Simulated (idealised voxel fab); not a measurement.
process module | voxel air gaps
cross-section cut | 170 nm wide | cells 5 nm
A cross-section is a grid of square cells, given in bands from the top down. A band is one or more rows of cells.
Each band's line starts with the height of the band's top and of its bottom, in nm. Then come its materials from left to right, each with its width in nm. One material with "throughout" fills the band from edge to edge. "air" is empty space.
Height 0 is the level under which the wafer as received is all one material. The lowest band goes on downwards, as in "0 down".
A width such as "30 to 40" changes by the same amount from each row of cells to the next, from the band's top row to its bottom row.
"no change" after a step means that no cell of the cross-section changed.
closed voids: empty space of 8 cells or more with no open way to the top, each as width x height at its distance from the left edge, in nm
after a step's settings: what the simulator itself notes on the step
overlay nm, on a step with a mask: how far to the right of its planned place the mask lay; to the left if negative
plan
1 op RECEIVE | material Si
2 op CONFORMAL_DEP | material SiO2 | thk nm 15
3 op CONFORMAL_DEP | material SiCN | thk nm 5
4 op DIRECTIONAL_DEP | material lowk | thk nm 35
5 op MASKED_ETCH | tone open | mask id LINES | width nm 20 | pitch nm 50 | etch materials lowk | depth nm 35 | overlay nm -10
6 op CONFORMAL_DEP | material TiN | thk nm 5
7 op FILL_DEP | material Ru | thk nm 5
8 op CMP | height nm 55
9 op EPI | material Ru | thk nm 10
10 op SELECTIVE_ETCH | etch materials lowk | depth nm 45
11 op CONFORMAL_DEP | material SiCN | thk nm 5
varied across the wafers: overlay nm of step 5. The plan shows the first wafer's value. All wafers start alike
first wafer as received, after step 1
  0 down: Si throughout
  closed voids: none
first wafer at the end, after step 11
  70 to 65: SiCN 150 | air 20
  65 to 55: SiCN 5 | Ru 40 | SiCN 10 | Ru 40 | SiCN 10 | Ru 40 | SiCN 5 | air 20
  55 to 50: SiCN 15 | TiN 5 | Ru 10 | TiN 5 | SiCN 30 | TiN 5 | Ru 10 | TiN 5 | SiCN 30 | TiN 5 | Ru 10 | TiN 5 | SiCN 15 | air 20
  50 to 25: air 10 | SiCN 5 | TiN 5 | Ru 10 | TiN 5 | SiCN 5 | air 20 | SiCN 5 | TiN 5 | Ru 10 | TiN 5 | SiCN 5 | air 20 | SiCN 5 | TiN 5 | Ru 10 | TiN 5 | SiCN 5 | air 30
  25 to 20: SiCN 15 | TiN 20 | SiCN 30 | TiN 20 | SiCN 30 | TiN 20 | SiCN 35
  20 to 15: SiCN throughout
  15 to 0: SiO2 throughout
  0 down: Si throughout
  closed voids: 10 x 25 at 0; 20 x 25 at 40; 20 x 25 at 90
last wafer at the end
  70 to 65: air 20 | SiCN 150
  65 to 55: air 20 | SiCN 5 | Ru 40 | SiCN 10 | Ru 40 | SiCN 10 | Ru 40 | SiCN 5
  55 to 50: air 20 | SiCN 15 | TiN 5 | Ru 10 | TiN 5 | SiCN 30 | TiN 5 | Ru 10 | TiN 5 | SiCN 30 | TiN 5 | Ru 10 | TiN 5 | SiCN 15
  50 to 25: air 30 | SiCN 5 | TiN 5 | Ru 10 | TiN 5 | SiCN 5 | air 20 | SiCN 5 | TiN 5 | Ru 10 | TiN 5 | SiCN 5 | air 20 | SiCN 5 | TiN 5 | Ru 10 | TiN 5 | SiCN 5 | air 10
  25 to 20: SiCN 35 | TiN 20 | SiCN 30 | TiN 20 | SiCN 30 | TiN 20 | SiCN 15
  20 to 15: SiCN throughout
  15 to 0: SiO2 throughout
  0 down: Si throughout
  closed voids: 20 x 25 at 60; 20 x 25 at 110; 10 x 25 at 160
each wafer at the end: cells of each material gained (+) or lost (-) since it was received, then its closed voids
overlay nm -10 | +84 Ru | +146 SiCN | +102 SiO2 | +48 TiN | closed voids: 10 x 25 at 0; 20 x 25 at 40; 20 x 25 at 90
overlay nm -5 | +84 Ru | +146 SiCN | +102 SiO2 | +48 TiN | closed voids: 20 x 25 at 45; 20 x 25 at 95
overlay nm 0 | +84 Ru | +146 SiCN | +102 SiO2 | +48 TiN | closed voids: 20 x 25 at 50; 20 x 25 at 100
overlay nm 5 | +84 Ru | +146 SiCN | +102 SiO2 | +48 TiN | closed voids: 20 x 25 at 55; 20 x 25 at 105
overlay nm 10 | +84 Ru | +146 SiCN | +102 SiO2 | +48 TiN | closed voids: 20 x 25 at 60; 20 x 25 at 110; 10 x 25 at 160
